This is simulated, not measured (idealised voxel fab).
process module | voxel transistor to metal
cross-section cut | 170 nm wide | cells 5 nm
A cross-section is a grid of square cells, given in bands from the top down. A band is one or more rows of cells.
Each band's line starts with the height of the band's top and of its bottom, in nm. Then come its materials from left to right, each with its width in nm. One material with "throughout" fills the band from edge to edge. "air" is empty space.
Height 0 is the level under which the wafer as received is all one material. The lowest band goes on downwards, as in "0 down".
A width such as "30 to 40" changes by the same amount from each row of cells to the next, from the band's top row to its bottom row.
"no change" after a step means that no cell of the cross-section changed.
closed voids: empty space of 8 cells or more with no open way to the top, each as width x height at its distance from the left edge, in nm
after a step's settings: what the simulator itself notes on the step
overlay nm, on a step with a mask: how far to the right of its planned place the mask lay; to the left if negative
plan
1 op RECEIVE | material Si
2 op OXIDIZE | depth nm 5
3 op CONFORMAL_DEP | material SiN | thk nm 15
4 op PATTERN | tone cover | mask id ACTIVE | material resist | width nm 100 | thk nm 15 | overlay nm 0
5 op DIRECTIONAL_ETCH | etch materials SiN | depth nm 15
6 op DIRECTIONAL_ETCH | etch materials SiO2 | depth nm 5
7 op DIRECTIONAL_ETCH | etch materials Si | depth nm 25
8 op STRIP | etch materials resist
9 op OXIDIZE | depth nm 5
10 op FILL_DEP | material SiO2 | thk nm 5
11 op CMP | height nm 15
12 op SELECTIVE_ETCH | etch materials SiO2 | depth nm 5
13 op STRIP | etch materials SiN
14 op SELECTIVE_ETCH | etch materials SiO2 | depth nm 5
15 op OXIDIZE | depth nm 5
16 op DIRECTIONAL_DEP | material polySi | thk nm 30
17 op DIRECTIONAL_DEP | material SiCN | thk nm 10
18 op PATTERN | tone cover | mask id GATE | material resist | width nm 20 | thk nm 15 | overlay nm 0
19 op DIRECTIONAL_ETCH | etch materials SiCN | depth nm 20
20 op DIRECTIONAL_ETCH | etch materials polySi | depth nm 40
21 op STRIP | etch materials resist
22 op CONFORMAL_DEP | material SiO2 | thk nm 5
23 op DIRECTIONAL_ETCH | etch materials SiO2 | depth nm 5
24 op CONFORMAL_DEP | material SiN | thk nm 5
25 op DIRECTIONAL_ETCH | etch materials SiN | depth nm 5
26 op DIRECTIONAL_ETCH | etch materials SiO2 | depth nm 5
27 op DIRECTIONAL_ETCH | etch materials Si | depth nm 5
28 op EPI | material pSi | thk nm 5
29 op FILL_DEP | material SiO2 | thk nm 10
30 op CMP | height nm 35
31 op DIRECTIONAL_DEP | material SiO2 | thk nm 15
32 op MASKED_ETCH | tone open | mask id CONTACT | width nm 20 | pitch nm 60 | etch materials SiO2 | depth nm 60 | overlay nm 0
33 op CONFORMAL_DEP | material TiN | thk nm 5
34 op FILL_DEP | material W | thk nm 5
35 op CMP | height nm 50
36 op CONFORMAL_DEP | material SiN | thk nm 5
37 op DIRECTIONAL_DEP | material SiO2 | thk nm 15
38 op DIRECTIONAL_DEP | material aC | thk nm 15
39 op PATTERN | tone open | mask id METAL_1 | material resist | width nm 20 | pitch nm 70 | thk nm 30 | overlay nm 0
40 op DIRECTIONAL_ETCH | etch materials aC | depth nm 15
41 op STRIP | etch materials resist
42 op DIRECTIONAL_ETCH | etch materials SiO2 | depth nm 15
43 op DIRECTIONAL_ETCH | etch materials SiN | depth nm 5
44 op STRIP | etch materials aC
45 op CONFORMAL_DEP | material TiN | thk nm 5
46 op FILL_DEP | material Cu | thk nm 5
47 op CMP | height nm 70
48 op CONFORMAL_DEP | material SiN | thk nm 5
varied across the wafers: width nm of step 32. The plan shows the first wafer's value. All wafers start alike
first wafer as received, after step 1
  0 down: Si throughout
  closed voids: none
first wafer at the end, after step 48
  75 to 70: SiN throughout
  70 to 55: SiO2 40 | TiN 5 | Cu 10 | TiN 5 | SiO2 50 | TiN 5 | Cu 10 | TiN 5 | SiO2 40
  55 to 50: SiN 40 | TiN 20 | SiN 50 | TiN 20 | SiN 40
  50 to 35: SiO2 45 | TiN 5 | W 10 | TiN 5 | SiO2 40 | TiN 5 | W 10 | TiN 5 | SiO2 45
  35 to 25: SiO2 45 | TiN 5 | W 10 | TiN 5 | SiN 5 | SiO2 5 | SiCN 20 | SiO2 5 | SiN 5 | TiN 5 | W 10 | TiN 5 | SiO2 45
  25 to 5: SiO2 45 | TiN 5 | W 10 | TiN 5 | SiN 5 | SiO2 5 | polySi 20 | SiO2 5 | SiN 5 | TiN 5 | W 10 | TiN 5 | SiO2 45
  5 to -5: SiO2 35 | SiN 5 | SiO2 5 | TiN 5 | W 10 to 5 | TiN 5 to 10 | SiN 5 | SiO2 5 | polySi 20 | SiO2 5 | SiN 5 | TiN 5 to 10 | W 10 to 5 | TiN 5 | SiO2 5 | SiN 5 | SiO2 35
  -5 to -10: SiO2 45 | TiN 15 | pSi 5 | SiO2 40 | pSi 5 | TiN 15 | SiO2 45
  -10 to -15: SiO2 40 | pSi 25 | Si 40 | pSi 25 | SiO2 40
  -15 to -35: SiO2 40 | Si 90 | SiO2 40
  -35 down: Si throughout
  closed voids: none
last wafer at the end
  75 to 70: SiN throughout
  70 to 55: SiO2 40 | TiN 5 | Cu 10 | TiN 5 | SiO2 50 | TiN 5 | Cu 10 | TiN 5 | SiO2 40
  55 to 50: SiN 40 | TiN 20 | SiN 50 | TiN 20 | SiN 40
  50 to 40: SiO2 35 | TiN 5 | W 35 | TiN 5 | SiO2 15 | TiN 5 | W 35 | TiN 5 | SiO2 30
  40 to 35: SiO2 35 | TiN 5 | W 20 | TiN 20 | SiO2 15 | TiN 15 | W 25 | TiN 5 | SiO2 30
  35 to 25: SiO2 35 | TiN 5 | W 20 | TiN 5 | SiN 5 | TiN 5 | SiCN 20 | TiN 5 | SiN 5 | TiN 5 | W 25 | TiN 5 | SiO2 30
  25 to 10: SiO2 35 | TiN 5 | W 20 | TiN 5 | SiN 5 | TiN 5 | polySi 20 | TiN 5 | SiN 5 | TiN 5 | W 25 | TiN 5 | SiO2 30
  10 to 5: SiO2 35 | TiN 10 | W 15 | TiN 5 | SiN 5 | TiN 5 | polySi 20 | TiN 5 | SiN 5 | TiN 5 | W 15 | TiN 15 | SiO2 30
  5 to -5: SiO2 35 | SiN 5 | TiN 5 | W 15 to 10 | TiN 5 to 10 | SiN 5 | TiN 5 | polySi 20 | TiN 5 | SiN 5 | TiN 5 to 10 | W 15 to 10 | TiN 5 | SiN 5 | TiN 5 | SiO2 30
  -5 to -10: SiO2 40 | TiN 20 | pSi 5 | SiO2 5 | TiN 5 | SiO2 20 | TiN 5 | SiO2 5 | pSi 5 | TiN 20 | SiO2 5 | TiN 5 | SiO2 30
  -10 to -15: SiO2 40 | pSi 25 | Si 40 | pSi 25 | SiO2 40
  -15 to -35: SiO2 40 | Si 90 | SiO2 40
  -35 down: Si throughout
  closed voids: none
each wafer at the end: cells of each material gained (+) or lost (-) since it was received, then its closed voids
width nm 20 | +12 Cu | -158 Si | +8 SiCN | +80 SiN | +418 SiO2 | +72 TiN | +42 W | +12 pSi | +24 polySi | closed voids: none
width nm 25 | +12 Cu | -158 Si | +8 SiCN | +80 SiN | +403 SiO2 | +74 TiN | +55 W | +12 pSi | +24 polySi | closed voids: none
width nm 30 | +12 Cu | -158 Si | +8 SiCN | +80 SiN | +388 SiO2 | +76 TiN | +68 W | +12 pSi | +24 polySi | closed voids: none
width nm 35 | +12 Cu | -158 Si | +8 SiCN | +80 SiN | +367 SiO2 | +87 TiN | +78 W | +12 pSi | +24 polySi | closed voids: none
width nm 40 | +12 Cu | -158 Si | +8 SiCN | +80 SiN | +346 SiO2 | +98 TiN | +88 W | +12 pSi | +24 polySi | closed voids: none
width nm 45 | +12 Cu | -158 Si | +8 SiCN | +80 SiN | +331 SiO2 | +103 TiN | +98 W | +12 pSi | +24 polySi | closed voids: none
